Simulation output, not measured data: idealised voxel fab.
Presented below is a process module, voxel air gaps.
Section cut is 285 nm wide and gridded with 5 nm square cells.
Square cells in a grid make up a cross-section in this document, and the grid is given as bands, listed from the top down, each one or more rows of cells. Top, bottom (nm), then materials left to right with widths (nm); lone material tagged "throughout" fills the whole band edge to edge; "air" = empty space. Zero point of the height axis is 0; under it, received wafer = one material. Lowest band: continues down indefinitely, "0 down". Width: "30..40" (first number = top row, second number = bottom row, same change from row to row of cells). Given "stayed the same" for a step, no cell of the cross-section differs between before and after that step. Voids, sealed: empty space of 8 cells or more with no open way to the top, each as width x height at its distance from the left edge, in nm. Where a step's line continues beyond its settings, the continuation is a remark by the simulator itself on that step. overlay nm: where the mask lay relative to plan, measured to the right, on steps with a mask; negatives go left.
**List of planned process steps**
| 1 | RECEIVE (material Si) |
| 2 | CONFORMAL_DEP (material SiO2; thk nm 10) |
| 3 | CONFORMAL_DEP (material SiN; thk nm 5) |
| 4 | DIRECTIONAL_DEP (material lowk; thk nm 40) |
| 5 | DIRECTIONAL_DEP (material aC; thk nm 10) |
| 6 | PATTERN (tone open; mask id LINES; material resist; width nm 15; pitch nm 40; thk nm 25; overlay nm 0) |
| 7 | DIRECTIONAL_ETCH (etch materials aC; depth nm 10) |
| 8 | STRIP (etch materials resist) |
| 9 | DIRECTIONAL_ETCH (etch materials lowk; depth nm 40) |
| 10 | STRIP (etch materials aC) |
| 11 | CONFORMAL_DEP (material TiN; thk nm 5) |
| 12 | FILL_DEP (material Ru; thk nm 10) |
| 13 | CMP (height nm 55) |
| 14 | EPI (material Ru; thk nm 10) |
| 15 | SELECTIVE_ETCH (etch materials lowk; depth nm 50) |
| 16 | CONFORMAL_DEP (material SiN; thk nm 5) |
**First wafer, two in total, run as planned**
**Cross-section of the incoming wafer, state after step 1**
0 down  Si throughout
Voids, sealed: none
**After step 2, in cross-section**
10 to 0  SiO2 throughout
Below 0, the layers are the same as they were.
**After step 3, in cross-section**
15 to 10  SiN throughout
Below 10, the layers are the same as they were.
**After step 4, in cross-section**
55 to 15  lowk throughout
Below 15, the layers are the same as they were.
**After step 5, in cross-section**
65 to 55  aC throughout
Below 55, the layers are the same as they were.
**After step 6, in cross-section**
90 to 65  resist 75 nm, then air 15 nm, then resist 25 nm, then air 15 nm, then resist 25 nm, then air 15 nm, then resist 25 nm, then air 15 nm, then resist 75 nm
Below 65, the layers are the same as they were.
**After step 7, in cross-section**
80 to 65  resist 75 nm, then air 15 nm, then resist 25 nm, then air 15 nm, then resist 25 nm, then air 15 nm, then resist 25 nm, then air 15 nm, then resist 75 nm
65 to 55  aC 75 nm, then air 15 nm, then aC 25 nm, then air 15 nm, then aC 25 nm, then air 15 nm, then aC 25 nm, then air 15 nm, then aC 75 nm
Below 55, the layers are the same as they were.
**After step 8, in cross-section**
65 to 55  aC 75 nm, then air 15 nm, then aC 25 nm, then air 15 nm, then aC 25 nm, then air 15 nm, then aC 25 nm, then air 15 nm, then aC 75 nm
Below 55, the layers are the same as they were.
**After step 9, in cross-section**
65 to 55  aC 75 nm, then air 15 nm, then aC 25 nm, then air 15 nm, then aC 25 nm, then air 15 nm, then aC 25 nm, then air 15 nm, then aC 75 nm
55 to 15  lowk 75 nm, then air 15 nm, then lowk 25 nm, then air 15 nm, then lowk 25 nm, then air 15 nm, then lowk 25 nm, then air 15 nm, then lowk 75 nm
Below 15, the layers are the same as they were.
**After step 10, in cross-section**
55 to 15  lowk 75 nm, then air 15 nm, then lowk 25 nm, then air 15 nm, then lowk 25 nm, then air 15 nm, then lowk 25 nm, then air 15 nm, then lowk 75 nm
Below 15, the layers are the same as they were.
**After step 11, in cross-section**
60 to 55  TiN 80 nm, then air 5 nm, then TiN 35 nm, then air 5 nm, then TiN 35 nm, then air 5 nm, then TiN 35 nm, then air 5 nm, then TiN 80 nm
55 to 20  lowk 75 nm, then TiN 5 nm, then air 5 nm, then TiN 5 nm, then lowk 25 nm, then TiN 5 nm, then air 5 nm, then TiN 5 nm, then lowk 25 nm, then TiN 5 nm, then air 5 nm, then TiN 5 nm, then lowk 25 nm, then TiN 5 nm, then air 5 nm, then TiN 5 nm, then lowk 75 nm
20 to 15  lowk 75 nm, then TiN 15 nm, then lowk 25 nm, then TiN 15 nm, then lowk 25 nm, then TiN 15 nm, then lowk 25 nm, then TiN 15 nm, then lowk 75 nm
Below 15, the layers are the same as they were.
**After step 12, in cross-section**
70 to 60  Ru throughout
60 to 55  TiN 80 nm, then Ru 5 nm, then TiN 35 nm, then Ru 5 nm, then TiN 35 nm, then Ru 5 nm, then TiN 35 nm, then Ru 5 nm, then TiN 80 nm
55 to 20  lowk 75 nm, then TiN 5 nm, then Ru 5 nm, then TiN 5 nm, then lowk 25 nm, then TiN 5 nm, then Ru 5 nm, then TiN 5 nm, then lowk 25 nm, then TiN 5 nm, then Ru 5 nm, then TiN 5 nm, then lowk 25 nm, then TiN 5 nm, then Ru 5 nm, then TiN 5 nm, then lowk 75 nm
Below 20, the layers are the same as they were.
**After step 13, in cross-section**
55 to 20  lowk 75 nm, then TiN 5 nm, then Ru 5 nm, then TiN 5 nm, then lowk 25 nm, then TiN 5 nm, then Ru 5 nm, then TiN 5 nm, then lowk 25 nm, then TiN 5 nm, then Ru 5 nm, then TiN 5 nm, then lowk 25 nm, then TiN 5 nm, then Ru 5 nm, then TiN 5 nm, then lowk 75 nm
Below 20, the layers are the same as they were.
**After step 14, in cross-section**
65 to 55  air 65 nm, then Ru 35 nm, then air 5 nm, then Ru 35 nm, then air 5 nm, then Ru 35 nm, then air 5 nm, then Ru 35 nm, then air 65 nm
Below 55, the layers are the same as they were.
**After step 15, in cross-section**
65 to 55  air 65 nm, then Ru 35 nm, then air 5 nm, then Ru 35 nm, then air 5 nm, then Ru 35 nm, then air 5 nm, then Ru 35 nm, then air 65 nm
55 to 20  air 75 nm, then TiN 5 nm, then Ru 5 nm, then TiN 5 nm, then air 25 nm, then TiN 5 nm, then Ru 5 nm, then TiN 5 nm, then air 25 nm, then TiN 5 nm, then Ru 5 nm, then TiN 5 nm, then air 25 nm, then TiN 5 nm, then Ru 5 nm, then TiN 5 nm, then air 75 nm
20 to 15  air 75 nm, then TiN 15 nm, then air 25 nm, then TiN 15 nm, then air 25 nm, then TiN 15 nm, then air 25 nm, then TiN 15 nm, then air 75 nm
Below 15, the layers are the same as they were.
**After step 16, in cross-section**
70 to 65  air 60 nm, then SiN 165 nm, then air 60 nm
65 to 55  air 60 nm, then SiN 5 nm, then Ru 35 nm, then SiN 5 nm, then Ru 35 nm, then SiN 5 nm, then Ru 35 nm, then SiN 5 nm, then Ru 35 nm, then SiN 5 nm, then air 60 nm
55 to 50  air 60 nm, then SiN 15 nm, then TiN 5 nm, then Ru 5 nm, then TiN 5 nm, then SiN 25 nm, then TiN 5 nm, then Ru 5 nm, then TiN 5 nm, then SiN 25 nm, then TiN 5 nm, then Ru 5 nm, then TiN 5 nm, then SiN 25 nm, then TiN 5 nm, then Ru 5 nm, then TiN 5 nm, then SiN 15 nm, then air 60 nm
50 to 20  air 70 nm, then SiN 5 nm, then TiN 5 nm, then Ru 5 nm, then TiN 5 nm, then SiN 5 nm, then air 15 nm, then SiN 5 nm, then TiN 5 nm, then Ru 5 nm, then TiN 5 nm, then SiN 5 nm, then air 15 nm, then SiN 5 nm, then TiN 5 nm, then Ru 5 nm, then TiN 5 nm, then SiN 5 nm, then air 15 nm, then SiN 5 nm, then TiN 5 nm, then Ru 5 nm, then TiN 5 nm, then SiN 5 nm, then air 70 nm
20 to 15  SiN 75 nm, then TiN 15 nm, then SiN 25 nm, then TiN 15 nm, then SiN 25 nm, then TiN 15 nm, then SiN 25 nm, then TiN 15 nm, then SiN 75 nm
Below 15, the layers are the same as they were.
Voids, sealed: 15 x 30 at 95; 15 x 30 at 135; 15 x 30 at 175
**The remaining wafer, second of the two, started like the first and was run to the same plan, except that one mistake was made along the way; the two coincide through step 12, inclusive**
Here is the second wafer in cross-section at the point where step 13 of the plan should have been done: stayed the same
**Here is the second wafer in cross-section at the point where step 14 of the plan should have been done**
80 to 60  Ru throughout
Below 60, the layers are the same as they were.
Here is the second wafer in cross-section at the point where step 15 of the plan should have been done: stayed the same
**Here is the second wafer in cross-section at the point where step 16 of the plan should have been done**
85 to 80  SiN throughout
Below 80, the layers are the same as they were.
Heads up, the wafer didn't run the way we planned it: step 13 in the plan did not get run; it was skipped
The final cell counts differ between the wafers, with the second having more or fewer of some materials than the first: Ru +176; SiN -100; TiN +53; lowk +360
Ultimately, the number of closed voids is 3 in the first wafer and 0 in the second wafer.
